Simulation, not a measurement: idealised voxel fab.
Process module heading - voxel ribs on slabs
The figure presents cross-section cut, which has a width of 245 nm and is divided into square cells with an edge length of 5 nm.
How to read a cross-section here: the picture is a grid of square cells, written as bands going from the top down, and any band can span one or more rows of cells.
It is stipulated that each band's entry specify, in nanometres, the height of the top of the band and then that of its bottom, followed by the materials of the band in left-to-right sequence, each together with its width in nanometres. A single material marked by the word "all across" is understood to fill the band from edge to edge; the word "air" is understood to denote empty space.
Convention: height 0 is the level below which the wafer, as received, is all one material. The lowest band does not terminate at the bottom but continues downward, represented as "0 nm and below".
Per-row width for "30 to 40": begins at first number (top row of band), ends at second number (bottom row), increment between rows held constant.
Basically "remains unaltered" means that step didn't change any cell in the cross-section.
"Sealed void listing" specifies each empty space that is not open to the top and that occupies no fewer than 8 cells, using the form width x height at distance, the distance measured from the left edge and all three quantities in nm.
Whatever follows a step's settings on its line is a remark the simulator itself makes about that step.
For masked steps, "overlay nm" on the step line gives how far right of plan the mask actually lay; a minus sign means it lay to the left.

Steps in the process plan
| 1 | RECEIVE, material Si |
| 2 | DIRECTIONAL_DEP, material SiO2, thk nm 30 |
| 3 | DIRECTIONAL_DEP, material polySi, thk nm 25 |
| 4 | MASKED_ETCH, tone cover, mask id RIB, width nm 30, etch materials polySi, depth nm 10, overlay nm 0 |
| 5 | MASKED_ETCH, tone cover, mask id SLAB, width nm 70, etch materials polySi, depth nm 15, overlay nm -15 |
| 6 | FILL_DEP, material SiO2, thk nm 20 |
| 7 | CMP, height nm 70 |
| 8 | DIRECTIONAL_DEP, material TiN, thk nm 5 |
| 9 | DIRECTIONAL_DEP, material aC, thk nm 15 |
| 10 | PATTERN, tone cover, mask id HEATER, material resist, width nm 40, thk nm 30, overlay nm 0 |
| 11 | DIRECTIONAL_ETCH, etch materials aC, depth nm 15 |
| 12 | STRIP, etch materials resist |
| 13 | DIRECTIONAL_ETCH, etch materials TiN, depth nm 5 |
| 14 | STRIP, etch materials aC |
| 15 | CONFORMAL_DEP, material SiO2, thk nm 10 |
Where the wafers of this document differ is in the overlay nm of step 5; they start out the same, and the plan states the value that applied to the first wafer.

This is how the first of several wafers looked in cross-section when it arrived, which is after step 1
    0 nm and below | Si all across
    Sealed void listing: none

Take any row and you have a wafer at the end of the module: how many cells of each material it has gained (+) or lost (-) since it was received, and then its closed voids
overlay nm -15; +734 SiO2; +8 TiN; +54 polySi; Sealed void listing: none
overlay nm -10; +734 SiO2; +8 TiN; +54 polySi; Sealed void listing: none
overlay nm -5; +734 SiO2; +8 TiN; +54 polySi; Sealed void listing: none
overlay nm 0; +734 SiO2; +8 TiN; +54 polySi; Sealed void listing: none
overlay nm 5; +734 SiO2; +8 TiN; +54 polySi; Sealed void listing: none
overlay nm 10; +734 SiO2; +8 TiN; +54 polySi; Sealed void listing: none
overlay nm 15; +734 SiO2; +8 TiN; +54 polySi; Sealed void listing: none
